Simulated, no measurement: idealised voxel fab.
Name of the process module below: voxel transistor to metal
In the cross-section labelled cut, the width is 195 nm and each square cell is 5 nm.
Notation: cross-section as square-cell grid; stated in bands, top first, going down; one or more cell rows per band. Quick guide to a band line: top height, bottom height (nm) up front; then every material left to right with its width in nm. Only one material and it's marked "full width"? Then it fills the band edge to edge. And "empty" just means empty space. A quick word on heights: they are counted from 0, and under that level the wafer as it came to us is one material throughout. The lowest band is different from the rest in having no bottom; it simply continues downward, written as in "z 0 and below". When a width is written as two numbers, as in "30->40", the first number is the width in the top row of cells of the band and the second is the width in its bottom row, and the width changes by the same amount from each row to the next. Step marked "no modification"? Then no cell in the cross-section changed in it. "Sealed internal voids": empty spaces of 8 cells or more with no open way to the top, each given as width x height at distance, distance from the left edge, all in nm. Past the settings on a step's line: simulator remark, on that step. overlay nm, on a step with a mask: how far to the right of its planned place the mask lay; to the left if negative.
### The steps planned for the process are as follows
1) RECEIVE (material Si)
2) OXIDIZE (depth nm 5)
3) CONFORMAL_DEP (material SiN; thk nm 15)
4) MASKED_ETCH (tone cover; mask id ACTIVE; width nm 100; etch materials SiN; depth nm 15; overlay nm 0)
5) MASKED_ETCH (tone cover; mask id ACTIVE; width nm 100; etch materials SiO2; depth nm 5; overlay nm 0)
6) MASKED_ETCH (tone cover; mask id ACTIVE; width nm 100; etch materials Si; depth nm 35; overlay nm 0)
7) OXIDIZE (depth nm 5)
8) FILL_DEP (material SiO2; thk nm 10)
9) CMP (height nm 15)
10) SELECTIVE_ETCH (etch materials SiO2; depth nm 5)
11) STRIP (etch materials SiN)
12) SELECTIVE_ETCH (etch materials SiO2; depth nm 5)
13) OXIDIZE (depth nm 5)
14) DIRECTIONAL_DEP (material polySi; thk nm 20)
15) DIRECTIONAL_DEP (material SiCN; thk nm 15)
16) PATTERN (tone cover; mask id GATE; material resist; width nm 20; thk nm 20; overlay nm 0)
17) DIRECTIONAL_ETCH (etch materials SiCN; depth nm 25)
18) DIRECTIONAL_ETCH (etch materials polySi; depth nm 30)
19) STRIP (etch materials resist)
20) CONFORMAL_DEP (material SiO2; thk nm 5)
21) DIRECTIONAL_ETCH (etch materials SiO2; depth nm 5)
22) CONFORMAL_DEP (material SiN; thk nm 10)
23) DIRECTIONAL_ETCH (etch materials SiN; depth nm 10)
24) DIRECTIONAL_ETCH (etch materials SiO2; depth nm 5)
25) EPI (material nSi; thk nm 5)
26) FILL_DEP (material SiO2; thk nm 5)
27) CMP (height nm 30)
28) DIRECTIONAL_DEP (material SiO2; thk nm 15)
29) MASKED_ETCH (tone open; mask id CONTACT; width nm 25; pitch nm 55; etch materials SiO2; depth nm 50; overlay nm 0)
30) CONFORMAL_DEP (material TiN; thk nm 5)
31) FILL_DEP (material W; thk nm 5)
32) CMP (height nm 45)
33) DIRECTIONAL_DEP (material TiN; thk nm 5)
34) DIRECTIONAL_DEP (material Ru; thk nm 15)
35) DIRECTIONAL_DEP (material aC; thk nm 10)
36) PATTERN (tone cover; mask id METAL_1; material resist; width nm 15; pitch nm 65; thk nm 30; overlay nm 0)
37) DIRECTIONAL_ETCH (etch materials aC; depth nm 10)
38) STRIP (etch materials resist)
39) DIRECTIONAL_ETCH (etch materials Ru; depth nm 15)
40) DIRECTIONAL_ETCH (etch materials TiN; depth nm 5)
41) STRIP (etch materials aC)
42) CONFORMAL_DEP (material SiCN; thk nm 5)
43) FILL_DEP (material lowk; thk nm 5)
44) CMP (height nm 65)
45) CONFORMAL_DEP (material SiN; thk nm 5)
### Cross-section of the wafer upon arrival, representing the state reached after step 1
> z 0 and below | Si full width
> Sealed internal voids: none
### first wafer at the end, as planned
> z 70 to 65 | SiN full width
> z 65 to 50 | 50 lowk | 5 SiCN | 15 Ru | 5 SiCN | 40 lowk | 5 SiCN | 15 Ru | 5 SiCN | 55 lowk
> z 50 to 45 | 55 SiCN | 15 TiN | 50 SiCN | 15 TiN | 60 SiCN
> z 45 to 35 | 55 SiO2 | 5 TiN | 15 W | 5 TiN | 30 SiO2 | 5 TiN | 15 W | 5 TiN | 60 SiO2
> z 35 to 30 | 55 SiO2 | 5 TiN | 5 W | 15 TiN | 30 SiO2 | 15 TiN | 5 W | 5 TiN | 60 SiO2
> z 30 to 15 | 55 SiO2 | 5 TiN | 5 W | 5 TiN | 10 SiN | 5 SiO2 | 20 SiCN | 5 SiO2 | 10 SiN | 5 TiN | 5 W | 5 TiN | 60 SiO2
> z 15 to 5 | 55 SiO2 | 5 TiN | 5 W | 5 TiN | 10 SiN | 5 SiO2 | 20 polySi | 5 SiO2 | 10 SiN | 5 TiN | 5 W | 5 TiN | 60 SiO2
> z 5 to 0 | 45 SiO2 | 10 SiN | 5 TiN | 5 W | 5 TiN | 10 SiN | 5 SiO2 | 20 polySi | 5 SiO2 | 10 SiN | 5 TiN | 5 W | 5 TiN | 10 SiN | 50 SiO2
> z 0 to -5 | 45 SiO2 | 10 SiN | 15 TiN | 10 SiN | 5 SiO2 | 20 polySi | 5 SiO2 | 10 SiN | 15 TiN | 10 SiN | 50 SiO2
> z -5 to -10 | 55 SiO2 | 15 nSi | 50 SiO2 | 15 nSi | 60 SiO2
> z -10 to -45 | 50 SiO2 | 90 Si | 55 SiO2
> z -45 and below | Si full width
> Sealed internal voids: none
### What the second wafer looks like in cross-section once the module is done. Its start and its plan matched the first wafer's exactly; what differed was one mistake in how it was run
> z 70 to 65 | SiN full width
> z 65 to 50 | 50 lowk | 5 SiCN | 15 Ru | 5 SiCN | 40 lowk | 5 SiCN | 15 Ru | 5 SiCN | 55 lowk
> z 50 to 45 | 55 SiCN | 15 TiN | 50 SiCN | 15 TiN | 60 SiCN
> z 45 to 35 | 55 SiO2 | 5 TiN | 15 W | 5 TiN | 30 SiO2 | 5 TiN | 15 W | 5 TiN | 60 SiO2
> z 35 to 30 | 55 SiO2 | 5 TiN | 5 W | 15 TiN | 30 SiO2 | 15 TiN | 5 W | 5 TiN | 60 SiO2
> z 30 to 15 | 55 SiO2 | 5 TiN | 5 W | 5 TiN | 10 SiN | 5 SiO2 | 20 SiCN | 5 SiO2 | 10 SiN | 5 TiN | 5 W | 5 TiN | 60 SiO2
> z 15 to 0 | 55 SiO2 | 5 TiN | 5 W | 5 TiN | 10 SiN | 5 SiO2 | 20 polySi | 5 SiO2 | 10 SiN | 5 TiN | 5 W | 5 TiN | 60 SiO2
> z 0 to -5 | 55 SiO2 | 15 TiN | 10 SiN | 5 SiO2 | 20 polySi | 5 SiO2 | 10 SiN | 15 TiN | 60 SiO2
> z -5 to -10 | 35 SiO2 | 10 SiN | 5 SiO2 | 20 nSi | 50 SiO2 | 20 nSi | 5 SiO2 | 10 SiN | 40 SiO2
> z -10 to -15 | 35 SiO2 | 10 SiN | 10 SiO2 | 80 Si | 10 SiO2 | 10 SiN | 40 SiO2
> z -15 to -20 | 55 SiO2 | 80 Si | 60 SiO2
> z -20 to -45 | 50 SiO2 | 90 Si | 55 SiO2
> z -45 and below | Si full width
> Sealed internal voids: none
Want to know what went wrong? step 12 ran with different settings than intended, the actual operation and settings being SELECTIVE_ETCH (etch materials SiO2; depth nm 15)
Bottom line after processing is that, in cells, the second wafer is up or down on some materials versus the first: Si: 4 fewer | SiO2: 2 more | nSi: 2 more
